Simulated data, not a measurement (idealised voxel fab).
process module | voxel air gaps
cross-section cut | 205 nm wide | cells 5 nm
A cross-section is a grid of square cells, given in bands from the top down. A band is one or more rows of cells.
Each band's line starts with the height of the band's top and of its bottom, in nm. Then come its materials from left to right, each with its width in nm. One material with "throughout" fills the band from edge to edge. "air" is empty space.
Height 0 is the level under which the wafer as received is all one material. The lowest band goes on downwards, as in "0 down".
A width such as "30 to 40" changes by the same amount from each row of cells to the next, from the band's top row to its bottom row.
"no change" after a step means that no cell of the cross-section changed.
closed voids: empty space of 8 cells or more with no open way to the top, each as width x height at its distance from the left edge, in nm
after a step's settings: what the simulator itself notes on the step
overlay nm, on a step with a mask: how far to the right of its planned place the mask lay; to the left if negative
plan
1 op RECEIVE | material Si
2 op CONFORMAL_DEP | material SiO2 | thk nm 10
3 op CONFORMAL_DEP | material SiN | thk nm 5
4 op DIRECTIONAL_DEP | material SiO2 | thk nm 35
5 op PATTERN | tone open | mask id LINES | material resist | width nm 25 | pitch nm 55 | thk nm 20 | overlay nm -15
6 op DIRECTIONAL_ETCH | etch materials SiO2 | depth nm 35
7 op STRIP | etch materials resist
8 op CONFORMAL_DEP | material TiN | thk nm 5
9 op FILL_DEP | material Ru | thk nm 5
10 op CMP | height nm 50
11 op EPI | material Ru | thk nm 10
12 op SELECTIVE_ETCH | etch materials SiO2 | depth nm 45
13 op CONFORMAL_DEP | material SiCN | thk nm 5
varied across the wafers: overlay nm of step 5. The plan shows the first wafer's value. All wafers start alike
first wafer as received, after step 1
  0 down: Si throughout
  closed voids: none
each wafer at the end: cells of each material gained (+) or lost (-) since it was received, then its closed voids
overlay nm -15 | +108 Ru | +119 SiCN | +41 SiN | +82 SiO2 | +51 TiN | closed voids: 20 x 25 at 50; 20 x 25 at 105
overlay nm -10 | +108 Ru | +119 SiCN | +41 SiN | +82 SiO2 | +51 TiN | closed voids: 20 x 25 at 55; 20 x 25 at 110
overlay nm -5 | +108 Ru | +119 SiCN | +41 SiN | +82 SiO2 | +51 TiN | closed voids: 20 x 25 at 60; 20 x 25 at 115
overlay nm 0 | +108 Ru | +119 SiCN | +41 SiN | +82 SiO2 | +51 TiN | closed voids: 20 x 25 at 65; 20 x 25 at 120
overlay nm 5 | +108 Ru | +119 SiCN | +41 SiN | +82 SiO2 | +51 TiN | closed voids: 20 x 25 at 70; 20 x 25 at 125
overlay nm 10 | +108 Ru | +119 SiCN | +41 SiN | +82 SiO2 | +51 TiN | closed voids: 20 x 25 at 75; 20 x 25 at 130
overlay nm 15 | +108 Ru | +119 SiCN | +41 SiN | +82 SiO2 | +51 TiN | closed voids: 20 x 25 at 80; 20 x 25 at 135
